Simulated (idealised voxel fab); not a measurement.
A process module follows: voxel capacitor over wiring.
The cross-section on display is named cut; it measures 280 nm wide, and its cells are 5 nm squares.
Square cells in a grid make up a cross-section in this document, and the grid is given as bands, listed from the top down, each one or more rows of cells.
Heads up on the band format: heights come first, top then bottom, in nm. After that it's the materials left to right, each with its width in nm. A single material flagged "throughout" fills the whole band edge to edge, and "blank" means there's empty space there.
A quick word on heights: they are counted from 0, and under that level the wafer as it came to us is one material throughout. The lowest band is different from the rest in having no bottom; it simply continues downward, written as in "0 and below".
The notation "30..40" denotes a width that varies across the rows of cells in the band, beginning at the first number in the top row, finishing at the second number in the bottom row, and changing by an identical amount from each row to the next.
"all unchanged", as given for a step, is the statement that not any cell of the cross-section underwent a change during that step.
Any empty space of 8 cells or more lacking an open way to the top shows up in "Encapsulated voids" as width x height at distance, distance from the left edge, in nm.
If you see something after the settings on a step's line, that's the simulator's own remark about that step.
A step's line can hold "overlay nm"; with a mask on that step, the setting says how far right of the planned place the mask lay, while a negative setting says it lay to the left.

## The following list gives the planned process steps
| 1 | RECEIVE: material Si |
| 2 | CONFORMAL_DEP: material SiO2, thk nm 15 |
| 3 | CONFORMAL_DEP: material SiCN, thk nm 5 |
| 4 | DIRECTIONAL_DEP: material lowk, thk nm 15 |
| 5 | MASKED_ETCH: tone open, mask id METAL_1, width nm 25, pitch nm 90, etch materials lowk, depth nm 15, overlay nm 0 |
| 6 | MASKED_ETCH: tone open, mask id METAL_1, width nm 25, pitch nm 90, etch materials SiCN, depth nm 5, overlay nm 0 |
| 7 | CONFORMAL_DEP: material TiN, thk nm 5 |
| 8 | FILL_DEP: material Cu, thk nm 5 |
| 9 | CMP: height nm 35 |
| 10 | CONFORMAL_DEP: material SiCN, thk nm 5 |
| 11 | DIRECTIONAL_DEP: material SiO2, thk nm 20 |
| 12 | MASKED_ETCH: tone open, mask id PLUG_1, width nm 15, etch materials SiO2, depth nm 20, overlay nm 0 |
| 13 | MASKED_ETCH: tone open, mask id PLUG_1, width nm 15, etch materials SiCN, depth nm 5, overlay nm 0 |
| 14 | EPI: material Ru, thk nm 10 |
| 15 | EPI: material Ru, thk nm 10 |
| 16 | EPI: material Ru, thk nm 5 |
| 17 | DIRECTIONAL_DEP: material TiN, thk nm 10 |
| 18 | DIRECTIONAL_DEP: material Al2O3, thk nm 5 |
| 19 | DIRECTIONAL_DEP: material TiN, thk nm 5 |
| 20 | PATTERN: tone cover, mask id UPPER_PLATE, material resist, width nm 70, thk nm 15, overlay nm 0 |
| 21 | DIRECTIONAL_ETCH: etch materials TiN, depth nm 5 |
| 22 | DIRECTIONAL_ETCH: etch materials Al2O3, depth nm 5 |
| 23 | STRIP: etch materials resist |
| 24 | MASKED_ETCH: tone cover, mask id LOWER_PLATE, width nm 80, etch materials TiN, depth nm 10, overlay nm 0 |
| 25 | FILL_DEP: material SiO2, thk nm 20 |
| 26 | CMP: height nm 95 |
| 27 | PATTERN: tone open, mask id PLUG_2, material resist, width nm 15, thk nm 20, overlay nm 0 |
| 28 | DIRECTIONAL_ETCH: etch materials SiO2, depth nm 15 |
| 29 | STRIP: etch materials resist |
| 30 | CONFORMAL_DEP: material TiN, thk nm 5 |
| 31 | FILL_DEP: material W, thk nm 10 |
| 32 | CMP: height nm 95 |
| 33 | CONFORMAL_DEP: material SiCN, thk nm 5 |

## Concerning the first of two wafers, which was run in accordance with the plan

## The cross-section here shows the wafer as received, i.e. in its state after step 1
	0 and below = Si throughout
	Encapsulated voids: none

## The following cross-section depicts the wafer upon completion of step 2
	15 down to 0 = SiO2 throughout
	Under 0: no change, same as before.

## The following cross-section depicts the wafer upon completion of step 3
	20 down to 15 = SiCN throughout
	Under 15: no change, same as before.

## The following cross-section depicts the wafer upon completion of step 4
	35 down to 20 = lowk throughout
	Under 20: no change, same as before.

## The following cross-section depicts the wafer upon completion of step 5
	35 down to 20 = lowk 80 nm, blank 25 nm, lowk 65 nm, blank 25 nm, lowk 85 nm
	Under 20: no change, same as before.

## The following cross-section depicts the wafer upon completion of step 6
	35 down to 20 = lowk 80 nm, blank 25 nm, lowk 65 nm, blank 25 nm, lowk 85 nm
	20 down to 15 = SiCN 80 nm, blank 25 nm, SiCN 65 nm, blank 25 nm, SiCN 85 nm
	Under 15: no change, same as before.

## The following cross-section depicts the wafer upon completion of step 7
	40 down to 35 = TiN 85 nm, blank 15 nm, TiN 75 nm, blank 15 nm, TiN 90 nm
	35 down to 20 = lowk 80 nm, TiN 5 nm, blank 15 nm, TiN 5 nm, lowk 65 nm, TiN 5 nm, blank 15 nm, TiN 5 nm, lowk 85 nm
	20 down to 15 = SiCN 80 nm, TiN 25 nm, SiCN 65 nm, TiN 25 nm, SiCN 85 nm
	Under 15: no change, same as before.

## The following cross-section depicts the wafer upon completion of step 8
	45 down to 40 = Cu throughout
	40 down to 35 = TiN 85 nm, Cu 15 nm, TiN 75 nm, Cu 15 nm, TiN 90 nm
	35 down to 20 = lowk 80 nm, TiN 5 nm, Cu 15 nm, TiN 5 nm, lowk 65 nm, TiN 5 nm, Cu 15 nm, TiN 5 nm, lowk 85 nm
	Under 20: no change, same as before.

## The following cross-section depicts the wafer upon completion of step 9
	35 down to 20 = lowk 80 nm, TiN 5 nm, Cu 15 nm, TiN 5 nm, lowk 65 nm, TiN 5 nm, Cu 15 nm, TiN 5 nm, lowk 85 nm
	Under 20: no change, same as before.

## The following cross-section depicts the wafer upon completion of step 10
	40 down to 35 = SiCN throughout
	Under 35: no change, same as before.

## The following cross-section depicts the wafer upon completion of step 11
	60 down to 40 = SiO2 throughout
	Under 40: no change, same as before.

## The following cross-section depicts the wafer upon completion of step 12
	60 down to 40 = SiO2 90 nm, blank 15 nm, SiO2 175 nm
	Under 40: no change, same as before.

## The following cross-section depicts the wafer upon completion of step 13
	60 down to 40 = SiO2 90 nm, blank 15 nm, SiO2 175 nm
	40 down to 35 = SiCN 90 nm, blank 15 nm, SiCN 175 nm
	Under 35: no change, same as before.

## The following cross-section depicts the wafer upon completion of step 14
	60 down to 45 = SiO2 90 nm, blank 15 nm, SiO2 175 nm
	45 down to 40 = SiO2 90 nm, Ru 15 nm, SiO2 175 nm
	40 down to 35 = SiCN 90 nm, Ru 15 nm, SiCN 175 nm
	Under 35: no change, same as before.

## The following cross-section depicts the wafer upon completion of step 15
	60 down to 55 = SiO2 90 nm, blank 15 nm, SiO2 175 nm
	55 down to 40 = SiO2 90 nm, Ru 15 nm, SiO2 175 nm
	Under 40: no change, same as before.

## The following cross-section depicts the wafer upon completion of step 16
	60 down to 40 = SiO2 90 nm, Ru 15 nm, SiO2 175 nm
	Under 40: no change, same as before.

## The following cross-section depicts the wafer upon completion of step 17
	70 down to 60 = TiN throughout
	Under 60: no change, same as before.

## The following cross-section depicts the wafer upon completion of step 18
	75 down to 70 = Al2O3 throughout
	Under 70: no change, same as before.

## The following cross-section depicts the wafer upon completion of step 19
	80 down to 75 = TiN throughout
	Under 75: no change, same as before.

## The following cross-section depicts the wafer upon completion of step 20
	95 down to 80 = blank 90 nm, resist 70 nm, blank 120 nm
	Under 80: no change, same as before.

## The following cross-section depicts the wafer upon completion of step 21
	95 down to 80 = blank 90 nm, resist 70 nm, blank 120 nm
	80 down to 75 = blank 90 nm, TiN 70 nm, blank 120 nm
	Under 75: no change, same as before.

## The following cross-section depicts the wafer upon completion of step 22
	95 down to 80 = blank 90 nm, resist 70 nm, blank 120 nm
	80 down to 75 = blank 90 nm, TiN 70 nm, blank 120 nm
	75 down to 70 = blank 90 nm, Al2O3 70 nm, blank 120 nm
	Under 70: no change, same as before.

## The following cross-section depicts the wafer upon completion of step 23
	80 down to 75 = blank 90 nm, TiN 70 nm, blank 120 nm
	Under 75: no change, same as before.

## The following cross-section depicts the wafer upon completion of step 24
	80 down to 75 = blank 90 nm, TiN 70 nm, blank 120 nm
	75 down to 70 = blank 90 nm, Al2O3 70 nm, blank 120 nm
	70 down to 60 = blank 85 nm, TiN 80 nm, blank 115 nm
	Under 60: no change, same as before.

## The following cross-section depicts the wafer upon completion of step 25
	100 down to 80 = SiO2 throughout
	80 down to 75 = SiO2 90 nm, TiN 70 nm, SiO2 120 nm
	75 down to 70 = SiO2 90 nm, Al2O3 70 nm, SiO2 120 nm
	70 down to 60 = SiO2 85 nm, TiN 80 nm, SiO2 115 nm
	Under 60: no change, same as before.

## The following cross-section depicts the wafer upon completion of step 26
	95 down to 80 = SiO2 throughout
	Under 80: no change, same as before.

## The following cross-section depicts the wafer upon completion of step 27
	115 down to 95 = resist 100 nm, blank 15 nm, resist 165 nm
	Under 95: no change, same as before.

## The following cross-section depicts the wafer upon completion of step 28
	115 down to 95 = resist 100 nm, blank 15 nm, resist 165 nm
	95 down to 80 = SiO2 100 nm, blank 15 nm, SiO2 165 nm
	Under 80: no change, same as before.

## The following cross-section depicts the wafer upon completion of step 29
	95 down to 80 = SiO2 100 nm, blank 15 nm, SiO2 165 nm
	Under 80: no change, same as before.

## The following cross-section depicts the wafer upon completion of step 30
	100 down to 95 = TiN 105 nm, blank 5 nm, TiN 170 nm
	95 down to 85 = SiO2 100 nm, TiN 5 nm, blank 5 nm, TiN 5 nm, SiO2 165 nm
	85 down to 75 = SiO2 100..90 nm, TiN 15..70 nm, SiO2 165..120 nm
	Under 75: no change, same as before.

## The following cross-section depicts the wafer upon completion of step 31
	110 down to 100 = W throughout
	100 down to 95 = TiN 105 nm, W 5 nm, TiN 170 nm
	95 down to 85 = SiO2 100 nm, TiN 5 nm, W 5 nm, TiN 5 nm, SiO2 165 nm
	Under 85: no change, same as before.

## The following cross-section depicts the wafer upon completion of step 32
	95 down to 85 = SiO2 100 nm, TiN 5 nm, W 5 nm, TiN 5 nm, SiO2 165 nm
	Under 85: no change, same as before.

## The following cross-section depicts the wafer upon completion of step 33
	100 down to 95 = SiCN throughout
	Under 95: no change, same as before.

## Okay, second wafer. Nothing different at the start, nothing different in the plan, just one mistake somewhere in the running. As far as step 31, counting that step, it's the first wafer all over again

Cross-section: second wafer, time at which step 32 was scheduled to end: all unchanged

## Cross-section: second wafer, time at which step 33 was scheduled to end
	115 down to 110 = SiCN throughout
	Under 110: no change, same as before.
So what did we get wrong on this run? yeah, step 32 of the plan got skipped, never ran
Once processing is complete, comparing cell counts shows that the second wafer has more or fewer of certain materials than the first: TiN: 55 more, W: 113 more
